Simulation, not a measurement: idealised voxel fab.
Process module, titled voxel capacitor over wiring
Shown is cross-section cut, with a width of 200 nm and square cells of size 5 nm.
In this document a cross-section is written as a grid of square cells. It is given as a series of bands, listed from the top down, and a band is one or more rows of cells.
Band entry format. Leading values: height of top, height of bottom, nm. Remainder: materials in left-to-right order, each with its width in nm. Special words: "throughout" on a single material, which then fills the band edge to edge; "blank", empty space.
The level at which height equals 0 is the one under which the wafer, as it arrives, is entirely one material. No lower edge exists for the bottom band, which continues downward and is notated as in "0 -> down".
A two-number width, for instance "30->40", indicates that the width is equal to the first number in the top row of the band and to the second number in the bottom row, and that it changes by a constant amount per row of cells.
Take "same as before" at face value: in the step it is given for, the cross-section changed in none of its cells.
This entry, "Sealed void inventory", enumerates those empty regions of no fewer than 8 cells that possess no open connection to the top. Each region is reported in the form width x height at distance, the distance being taken from the left edge, with all three quantities expressed in nm.
Step line, after settings: the simulator's comment on this step.
Among the settings permitted on a step's line is "overlay nm"; applied to a step with a mask, it specifies the extent to which the mask lay to the right of its planned position, whereas a negative figure signifies a position to the left.

**Listed below are the process steps as planned**
| 1 | RECEIVE,material Si |
| 2 | CONFORMAL_DEP,material SiO2,thk nm 15 |
| 3 | CONFORMAL_DEP,material SiCN,thk nm 5 |
| 4 | DIRECTIONAL_DEP,material SiO2,thk nm 20 |
| 5 | DIRECTIONAL_DEP,material aC,thk nm 15 |
| 6 | PATTERN,tone open,mask id METAL_1,material resist,width nm 25,pitch nm 90,thk nm 35,overlay nm 0 |
| 7 | DIRECTIONAL_ETCH,etch materials aC,depth nm 15 |
| 8 | STRIP,etch materials resist |
| 9 | DIRECTIONAL_ETCH,etch materials SiO2,depth nm 20 |
| 10 | DIRECTIONAL_ETCH,etch materials SiCN,depth nm 5 |
| 11 | STRIP,etch materials aC |
| 12 | CONFORMAL_DEP,material TiN,thk nm 5 |
| 13 | FILL_DEP,material Cu,thk nm 10 |
| 14 | CMP,height nm 40 |
| 15 | EPI,material Ru,thk nm 5 |
| 16 | FILL_DEP,material SiCN,thk nm 5 |
| 17 | DIRECTIONAL_DEP,material lowk,thk nm 10 |
| 18 | PATTERN,tone open,mask id PLUG_1,material resist,width nm 15,thk nm 20,overlay nm 0 |
| 19 | DIRECTIONAL_ETCH,etch materials lowk,depth nm 10 |
| 20 | DIRECTIONAL_ETCH,etch materials SiCN,depth nm 5 |
| 21 | STRIP,etch materials resist |
| 22 | EPI,material Ru,thk nm 10 |
| 23 | EPI,material Ru,thk nm 5 |
| 24 | DIRECTIONAL_DEP,material TiN,thk nm 10 |
| 25 | DIRECTIONAL_DEP,material HfO2,thk nm 5 |
| 26 | DIRECTIONAL_DEP,material TiN,thk nm 5 |
| 27 | DIRECTIONAL_DEP,material aC,thk nm 10 |
| 28 | PATTERN,tone cover,mask id UPPER_PLATE,material resist,width nm 70,thk nm 25,overlay nm 0 |
| 29 | DIRECTIONAL_ETCH,etch materials aC,depth nm 10 |
| 30 | STRIP,etch materials resist |
| 31 | DIRECTIONAL_ETCH,etch materials TiN,depth nm 5 |
| 32 | DIRECTIONAL_ETCH,etch materials HfO2,depth nm 5 |
| 33 | STRIP,etch materials aC |
| 34 | PATTERN,tone cover,mask id LOWER_PLATE,material resist,width nm 80,thk nm 15,overlay nm 0 |
| 35 | DIRECTIONAL_ETCH,etch materials TiN,depth nm 10 |
| 36 | STRIP,etch materials resist |
| 37 | FILL_DEP,material SiO2,thk nm 20 |
| 38 | CMP,height nm 95 |
| 39 | DIRECTIONAL_DEP,material aC,thk nm 15 |
| 40 | PATTERN,tone open,mask id PLUG_2,material resist,width nm 15,thk nm 30,overlay nm 0 |
| 41 | DIRECTIONAL_ETCH,etch materials aC,depth nm 15 |
| 42 | STRIP,etch materials resist |
| 43 | DIRECTIONAL_ETCH,etch materials SiO2,depth nm 15 |
| 44 | STRIP,etch materials aC |
| 45 | CONFORMAL_DEP,material TiN,thk nm 5 |
| 46 | FILL_DEP,material Ru,thk nm 5 |
| 47 | CMP,height nm 95 |
| 48 | CONFORMAL_DEP,material SiCN,thk nm 5 |

**The following pertains to the first of two wafers, which was processed as planned**

**Cross-section of the wafer as it came to us, i.e., already through step 1**
0 -> down = Si throughout
Sealed void inventory: none

**Step 2 complete: cross-section through the wafer**
15 -> 0 = SiO2 throughout
Below 0 it's all the same as before, nothing changed down there.

**Step 3 complete: cross-section through the wafer**
20 -> 15 = SiCN throughout
Below 15 it's all the same as before, nothing changed down there.

**Step 4 complete: cross-section through the wafer**
40 -> 20 = SiO2 throughout
Below 20 it's all the same as before, nothing changed down there.

**Step 5 complete: cross-section through the wafer**
55 -> 40 = aC throughout
Below 40 it's all the same as before, nothing changed down there.

**Step 6 complete: cross-section through the wafer**
90 -> 55 = 40 resist; 25 blank; 65 resist; 25 blank; 45 resist
Below 55 it's all the same as before, nothing changed down there.

**Step 7 complete: cross-section through the wafer**
75 -> 55 = 40 resist; 25 blank; 65 resist; 25 blank; 45 resist
55 -> 40 = 40 aC; 25 blank; 65 aC; 25 blank; 45 aC
Below 40 it's all the same as before, nothing changed down there.

**Step 8 complete: cross-section through the wafer**
55 -> 40 = 40 aC; 25 blank; 65 aC; 25 blank; 45 aC
Below 40 it's all the same as before, nothing changed down there.

**Step 9 complete: cross-section through the wafer**
55 -> 40 = 40 aC; 25 blank; 65 aC; 25 blank; 45 aC
40 -> 20 = 40 SiO2; 25 blank; 65 SiO2; 25 blank; 45 SiO2
Below 20 it's all the same as before, nothing changed down there.

**Step 10 complete: cross-section through the wafer**
55 -> 40 = 40 aC; 25 blank; 65 aC; 25 blank; 45 aC
40 -> 20 = 40 SiO2; 25 blank; 65 SiO2; 25 blank; 45 SiO2
20 -> 15 = 40 SiCN; 25 blank; 65 SiCN; 25 blank; 45 SiCN
Below 15 it's all the same as before, nothing changed down there.

**Step 11 complete: cross-section through the wafer**
40 -> 20 = 40 SiO2; 25 blank; 65 SiO2; 25 blank; 45 SiO2
Below 20 it's all the same as before, nothing changed down there.

**Step 12 complete: cross-section through the wafer**
45 -> 40 = 45 TiN; 15 blank; 75 TiN; 15 blank; 50 TiN
40 -> 20 = 40 SiO2; 5 TiN; 15 blank; 5 TiN; 65 SiO2; 5 TiN; 15 blank; 5 TiN; 45 SiO2
20 -> 15 = 40 SiCN; 25 TiN; 65 SiCN; 25 TiN; 45 SiCN
Below 15 it's all the same as before, nothing changed down there.

**Step 13 complete: cross-section through the wafer**
55 -> 45 = Cu throughout
45 -> 40 = 45 TiN; 15 Cu; 75 TiN; 15 Cu; 50 TiN
40 -> 20 = 40 SiO2; 5 TiN; 15 Cu; 5 TiN; 65 SiO2; 5 TiN; 15 Cu; 5 TiN; 45 SiO2
Below 20 it's all the same as before, nothing changed down there.

**Step 14 complete: cross-section through the wafer**
40 -> 20 = 40 SiO2; 5 TiN; 15 Cu; 5 TiN; 65 SiO2; 5 TiN; 15 Cu; 5 TiN; 45 SiO2
Below 20 it's all the same as before, nothing changed down there.

**Step 15 complete: cross-section through the wafer**
45 -> 40 = 35 blank; 35 Ru; 55 blank; 35 Ru; 40 blank
Below 40 it's all the same as before, nothing changed down there.

**Step 16 complete: cross-section through the wafer**
50 -> 45 = SiCN throughout
45 -> 40 = 35 SiCN; 35 Ru; 55 SiCN; 35 Ru; 40 SiCN
Below 40 it's all the same as before, nothing changed down there.

**Step 17 complete: cross-section through the wafer**
60 -> 50 = lowk throughout
Below 50 it's all the same as before, nothing changed down there.

**Step 18 complete: cross-section through the wafer**
80 -> 60 = 50 resist; 15 blank; 135 resist
Below 60 it's all the same as before, nothing changed down there.

**Step 19 complete: cross-section through the wafer**
80 -> 60 = 50 resist; 15 blank; 135 resist
60 -> 50 = 50 lowk; 15 blank; 135 lowk
Below 50 it's all the same as before, nothing changed down there.

**Step 20 complete: cross-section through the wafer**
80 -> 60 = 50 resist; 15 blank; 135 resist
60 -> 50 = 50 lowk; 15 blank; 135 lowk
50 -> 45 = 50 SiCN; 15 blank; 135 SiCN
Below 45 it's all the same as before, nothing changed down there.

**Step 21 complete: cross-section through the wafer**
60 -> 50 = 50 lowk; 15 blank; 135 lowk
Below 50 it's all the same as before, nothing changed down there.

**Step 22 complete: cross-section through the wafer**
60 -> 55 = 50 lowk; 15 blank; 135 lowk
55 -> 50 = 50 lowk; 15 Ru; 135 lowk
50 -> 45 = 50 SiCN; 15 Ru; 135 SiCN
Below 45 it's all the same as before, nothing changed down there.

**Step 23 complete: cross-section through the wafer**
60 -> 50 = 50 lowk; 15 Ru; 135 lowk
Below 50 it's all the same as before, nothing changed down there.

**Step 24 complete: cross-section through the wafer**
70 -> 60 = TiN throughout
Below 60 it's all the same as before, nothing changed down there.

**Step 25 complete: cross-section through the wafer**
75 -> 70 = HfO2 throughout
Below 70 it's all the same as before, nothing changed down there.

**Step 26 complete: cross-section through the wafer**
80 -> 75 = TiN throughout
Below 75 it's all the same as before, nothing changed down there.

**Step 27 complete: cross-section through the wafer**
90 -> 80 = aC throughout
Below 80 it's all the same as before, nothing changed down there.

**Step 28 complete: cross-section through the wafer**
115 -> 90 = 50 blank; 70 resist; 80 blank
Below 90 it's all the same as before, nothing changed down there.

**Step 29 complete: cross-section through the wafer**
105 -> 90 = 50 blank; 70 resist; 80 blank
90 -> 80 = 50 blank; 70 aC; 80 blank
Below 80 it's all the same as before, nothing changed down there.

**Step 30 complete: cross-section through the wafer**
90 -> 80 = 50 blank; 70 aC; 80 blank
Below 80 it's all the same as before, nothing changed down there.

**Step 31 complete: cross-section through the wafer**
90 -> 80 = 50 blank; 70 aC; 80 blank
80 -> 75 = 50 blank; 70 TiN; 80 blank
Below 75 it's all the same as before, nothing changed down there.

**Step 32 complete: cross-section through the wafer**
90 -> 80 = 50 blank; 70 aC; 80 blank
80 -> 75 = 50 blank; 70 TiN; 80 blank
75 -> 70 = 50 blank; 70 HfO2; 80 blank
Below 70 it's all the same as before, nothing changed down there.

**Step 33 complete: cross-section through the wafer**
80 -> 75 = 50 blank; 70 TiN; 80 blank
Below 75 it's all the same as before, nothing changed down there.

**Step 34 complete: cross-section through the wafer**
95 -> 80 = 45 blank; 80 resist; 75 blank
80 -> 75 = 45 blank; 5 resist; 70 TiN; 5 resist; 75 blank
75 -> 70 = 45 blank; 5 resist; 70 HfO2; 5 resist; 75 blank
Below 70 it's all the same as before, nothing changed down there.

**Step 35 complete: cross-section through the wafer**
95 -> 80 = 45 blank; 80 resist; 75 blank
80 -> 75 = 45 blank; 5 resist; 70 TiN; 5 resist; 75 blank
75 -> 70 = 45 blank; 5 resist; 70 HfO2; 5 resist; 75 blank
70 -> 60 = 45 blank; 80 TiN; 75 blank
Below 60 it's all the same as before, nothing changed down there.

**Step 36 complete: cross-section through the wafer**
80 -> 75 = 50 blank; 70 TiN; 80 blank
75 -> 70 = 50 blank; 70 HfO2; 80 blank
Below 70 it's all the same as before, nothing changed down there.

**Step 37 complete: cross-section through the wafer**
100 -> 80 = SiO2 throughout
80 -> 75 = 50 SiO2; 70 TiN; 80 SiO2
75 -> 70 = 50 SiO2; 70 HfO2; 80 SiO2
70 -> 60 = 45 SiO2; 80 TiN; 75 SiO2
Below 60 it's all the same as before, nothing changed down there.

**Step 38 complete: cross-section through the wafer**
95 -> 80 = SiO2 throughout
Below 80 it's all the same as before, nothing changed down there.

**Step 39 complete: cross-section through the wafer**
110 -> 95 = aC throughout
Below 95 it's all the same as before, nothing changed down there.

**Step 40 complete: cross-section through the wafer**
140 -> 110 = 60 resist; 15 blank; 125 resist
Below 110 it's all the same as before, nothing changed down there.

**Step 41 complete: cross-section through the wafer**
125 -> 110 = 60 resist; 15 blank; 125 resist
110 -> 95 = 60 aC; 15 blank; 125 aC
Below 95 it's all the same as before, nothing changed down there.

**Step 42 complete: cross-section through the wafer**
110 -> 95 = 60 aC; 15 blank; 125 aC
Below 95 it's all the same as before, nothing changed down there.

**Step 43 complete: cross-section through the wafer**
110 -> 95 = 60 aC; 15 blank; 125 aC
95 -> 80 = 60 SiO2; 15 blank; 125 SiO2
Below 80 it's all the same as before, nothing changed down there.

**Step 44 complete: cross-section through the wafer**
95 -> 80 = 60 SiO2; 15 blank; 125 SiO2
Below 80 it's all the same as before, nothing changed down there.

**Step 45 complete: cross-section through the wafer**
100 -> 95 = 65 TiN; 5 blank; 130 TiN
95 -> 85 = 60 SiO2; 5 TiN; 5 blank; 5 TiN; 125 SiO2
85 -> 75 = 60->50 SiO2; 15->70 TiN; 125->80 SiO2
Below 75 it's all the same as before, nothing changed down there.

**Step 46 complete: cross-section through the wafer**
105 -> 100 = Ru throughout
100 -> 95 = 65 TiN; 5 Ru; 130 TiN
95 -> 85 = 60 SiO2; 5 TiN; 5 Ru; 5 TiN; 125 SiO2
Below 85 it's all the same as before, nothing changed down there.

**Step 47 complete: cross-section through the wafer**
95 -> 85 = 60 SiO2; 5 TiN; 5 Ru; 5 TiN; 125 SiO2
Below 85 it's all the same as before, nothing changed down there.

**Step 48 complete: cross-section through the wafer**
100 -> 95 = SiCN throughout
Below 95 it's all the same as before, nothing changed down there.

**Companion wafer, the second of two: same beginning, same intended sequence, one mistake in carrying it out; through step 21 inclusive it tracks the first exactly**

**Second wafer, sectioned view, at step 22's planned end time**
65 -> 60 = 45 blank; 25 Ru; 130 blank
60 -> 50 = 50 lowk; 15 Ru; 135 lowk
50 -> 45 = 50 SiCN; 15 Ru; 135 SiCN
Below 45 it's all the same as before, nothing changed down there.

**Second wafer, sectioned view, at step 23's planned end time**
70 -> 60 = 40 blank; 35 Ru; 125 blank
Below 60 it's all the same as before, nothing changed down there.

**Second wafer, sectioned view, at step 24's planned end time**
80 -> 70 = 40 blank; 35 TiN; 125 blank
70 -> 60 = 40 TiN; 35 Ru; 125 TiN
Below 60 it's all the same as before, nothing changed down there.

**Second wafer, sectioned view, at step 25's planned end time**
85 -> 80 = 40 blank; 35 HfO2; 125 blank
80 -> 75 = 40 blank; 35 TiN; 125 blank
75 -> 70 = 40 HfO2; 35 TiN; 125 HfO2
Below 70 it's all the same as before, nothing changed down there.

**Second wafer, sectioned view, at step 26's planned end time**
90 -> 85 = 40 blank; 35 TiN; 125 blank
85 -> 80 = 40 blank; 35 HfO2; 125 blank
80 -> 75 = TiN throughout
Below 75 it's all the same as before, nothing changed down there.

**Second wafer, sectioned view, at step 27's planned end time**
100 -> 90 = 40 blank; 35 aC; 125 blank
90 -> 85 = 40 aC; 35 TiN; 125 aC
85 -> 80 = 40 aC; 35 HfO2; 125 aC
Below 80 it's all the same as before, nothing changed down there.

**Second wafer, sectioned view, at step 28's planned end time**
125 -> 100 = 50 blank; 70 resist; 80 blank
100 -> 90 = 40 blank; 35 aC; 45 resist; 80 blank
Below 90 it's all the same as before, nothing changed down there.

**Second wafer, sectioned view, at step 29's planned end time**
115 -> 100 = 50 blank; 70 resist; 80 blank
100 -> 90 = 50 blank; 25 aC; 45 resist; 80 blank
90 -> 85 = 40 blank; 35 TiN; 45 aC; 80 blank
85 -> 80 = 40 blank; 35 HfO2; 45 aC; 80 blank
Below 80 it's all the same as before, nothing changed down there.

**Second wafer, sectioned view, at step 30's planned end time**
100 -> 90 = 50 blank; 25 aC; 125 blank
Below 90 it's all the same as before, nothing changed down there.

**Second wafer, sectioned view, at step 31's planned end time**
100 -> 90 = 50 blank; 25 aC; 125 blank
90 -> 85 = 50 blank; 25 TiN; 45 aC; 80 blank
85 -> 80 = 40 blank; 35 HfO2; 45 aC; 80 blank
80 -> 75 = 40 blank; 80 TiN; 80 blank
Below 75 it's all the same as before, nothing changed down there.

**Second wafer, sectioned view, at step 32's planned end time**
100 -> 90 = 50 blank; 25 aC; 125 blank
90 -> 85 = 50 blank; 25 TiN; 45 aC; 80 blank
85 -> 80 = 50 blank; 25 HfO2; 45 aC; 80 blank
80 -> 75 = 40 blank; 80 TiN; 80 blank
75 -> 70 = 40 blank; 35 TiN; 45 HfO2; 80 blank
Below 70 it's all the same as before, nothing changed down there.

**Second wafer, sectioned view, at step 33's planned end time**
90 -> 85 = 50 blank; 25 TiN; 125 blank
85 -> 80 = 50 blank; 25 HfO2; 125 blank
Below 80 it's all the same as before, nothing changed down there.

**Second wafer, sectioned view, at step 34's planned end time**
105 -> 90 = 45 blank; 80 resist; 75 blank
90 -> 85 = 45 blank; 5 resist; 25 TiN; 50 resist; 75 blank
85 -> 80 = 45 blank; 5 resist; 25 HfO2; 50 resist; 75 blank
80 -> 75 = 40 blank; 80 TiN; 5 resist; 75 blank
75 -> 70 = 40 blank; 35 TiN; 45 HfO2; 5 resist; 75 blank
Below 70 it's all the same as before, nothing changed down there.

**Second wafer, sectioned view, at step 35's planned end time**
105 -> 90 = 45 blank; 80 resist; 75 blank
90 -> 85 = 45 blank; 5 resist; 25 TiN; 50 resist; 75 blank
85 -> 80 = 45 blank; 5 resist; 25 HfO2; 50 resist; 75 blank
80 -> 75 = 45 blank; 75 TiN; 5 resist; 75 blank
75 -> 70 = 45 blank; 30 TiN; 45 HfO2; 5 resist; 75 blank
70 -> 60 = 40 blank; 35 Ru; 50 TiN; 75 blank
Below 60 it's all the same as before, nothing changed down there.

**Second wafer, sectioned view, at step 36's planned end time**
90 -> 85 = 50 blank; 25 TiN; 125 blank
85 -> 80 = 50 blank; 25 HfO2; 125 blank
80 -> 75 = 45 blank; 75 TiN; 80 blank
75 -> 70 = 45 blank; 30 TiN; 45 HfO2; 80 blank
Below 70 it's all the same as before, nothing changed down there.

**Second wafer, sectioned view, at step 37's planned end time**
110 -> 90 = SiO2 throughout
90 -> 85 = 50 SiO2; 25 TiN; 125 SiO2
85 -> 80 = 50 SiO2; 25 HfO2; 125 SiO2
80 -> 75 = 45 SiO2; 75 TiN; 80 SiO2
75 -> 70 = 45 SiO2; 30 TiN; 45 HfO2; 80 SiO2
70 -> 60 = 40 SiO2; 35 Ru; 50 TiN; 75 SiO2
Below 60 it's all the same as before, nothing changed down there.

**Second wafer, sectioned view, at step 38's planned end time**
95 -> 90 = SiO2 throughout
Below 90 it's all the same as before, nothing changed down there.

**Second wafer, sectioned view, at step 39's planned end time**
110 -> 95 = aC throughout
Below 95 it's all the same as before, nothing changed down there.

**Second wafer, sectioned view, at step 40's planned end time**
140 -> 110 = 60 resist; 15 blank; 125 resist
Below 110 it's all the same as before, nothing changed down there.

**Second wafer, sectioned view, at step 41's planned end time**
125 -> 110 = 60 resist; 15 blank; 125 resist
110 -> 95 = 60 aC; 15 blank; 125 aC
Below 95 it's all the same as before, nothing changed down there.

**Second wafer, sectioned view, at step 42's planned end time**
110 -> 95 = 60 aC; 15 blank; 125 aC
Below 95 it's all the same as before, nothing changed down there.

**Second wafer, sectioned view, at step 43's planned end time**
110 -> 95 = 60 aC; 15 blank; 125 aC
95 -> 90 = 60 SiO2; 15 blank; 125 SiO2
Below 90 it's all the same as before, nothing changed down there.

**Second wafer, sectioned view, at step 44's planned end time**
95 -> 90 = 60 SiO2; 15 blank; 125 SiO2
Below 90 it's all the same as before, nothing changed down there.

**Second wafer, sectioned view, at step 45's planned end time**
100 -> 95 = 65 TiN; 5 blank; 130 TiN
95 -> 85 = 60->50 SiO2; 15->25 TiN; 125 SiO2
Below 85 it's all the same as before, nothing changed down there.

**Second wafer, sectioned view, at step 46's planned end time**
105 -> 100 = Ru throughout
100 -> 95 = 65 TiN; 5 Ru; 130 TiN
Below 95 it's all the same as before, nothing changed down there.

**Second wafer, sectioned view, at step 47's planned end time**
95 -> 85 = 60->50 SiO2; 15->25 TiN; 125 SiO2
Below 85 it's all the same as before, nothing changed down there.

**Second wafer, sectioned view, at step 48's planned end time**
100 -> 95 = SiCN throughout
Below 95 it's all the same as before, nothing changed down there.
Here's what went sideways: it should be noted that step 22 of the plan was executed twice
Final difference in cells, second wafer against first, listed per material as more or fewer: Ru: 12 more; SiO2: 8 fewer; TiN: 4 fewer
